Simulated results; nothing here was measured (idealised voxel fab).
process module | voxel ribs on slabs
cross-section cut | 185 nm wide | cells 5 nm
A cross-section is a grid of square cells, given in bands from the top down. A band is one or more rows of cells.
Each band's line starts with the height of the band's top and of its bottom, in nm. Then come its materials from left to right, each with its width in nm. One material with "throughout" fills the band from edge to edge. "air" is empty space.
Height 0 is the level under which the wafer as received is all one material. The lowest band goes on downwards, as in "0 down".
A width such as "30 to 40" changes by the same amount from each row of cells to the next, from the band's top row to its bottom row.
"no change" after a step means that no cell of the cross-section changed.
closed voids: empty space of 8 cells or more with no open way to the top, each as width x height at its distance from the left edge, in nm
after a step's settings: what the simulator itself notes on the step
overlay nm, on a step with a mask: how far to the right of its planned place the mask lay; to the left if negative
plan
1 op RECEIVE | material Si
2 op DIRECTIONAL_DEP | material SiO2 | thk nm 20
3 op DIRECTIONAL_DEP | material SiN | thk nm 15
4 op PATTERN | tone cover | mask id RIB | material resist | width nm 15 | thk nm 20 | overlay nm 0
5 op DIRECTIONAL_ETCH | etch materials SiN | depth nm 5
6 op STRIP | etch materials resist
7 op DIRECTIONAL_DEP | material aC | thk nm 10
8 op PATTERN | tone cover | mask id SLAB | material resist | width nm 65 | thk nm 30 | overlay nm 0
9 op DIRECTIONAL_ETCH | etch materials aC | depth nm 10
10 op STRIP | etch materials resist
11 op DIRECTIONAL_ETCH | etch materials SiN | depth nm 10
12 op STRIP | etch materials aC
13 op FILL_DEP | material SiO2 | thk nm 20
14 op CMP | height nm 50
15 op DIRECTIONAL_DEP | material TiN | thk nm 5
16 op DIRECTIONAL_DEP | material aC | thk nm 15
17 op PATTERN | tone cover | mask id HEATER | material resist | width nm 25 | thk nm 30 | overlay nm 0
18 op DIRECTIONAL_ETCH | etch materials aC | depth nm 15
19 op STRIP | etch materials resist
20 op DIRECTIONAL_ETCH | etch materials TiN | depth nm 5
21 op STRIP | etch materials aC
22 op CONFORMAL_DEP | material SiO2 | thk nm 5
as received, after step 1
  0 down: Si throughout
  closed voids: none
a wafer at the end: this start, this plan, one mistake
  60 to 55: air 75 | SiO2 35 | air 75
  55 to 50: SiO2 80 | TiN 25 | SiO2 80
  50 to 40: SiO2 60 | SiN 65 | SiO2 60
  40 to 0: SiO2 throughout
  0 down: Si throughout
  closed voids: none
what went wrong: step 2 was run twice
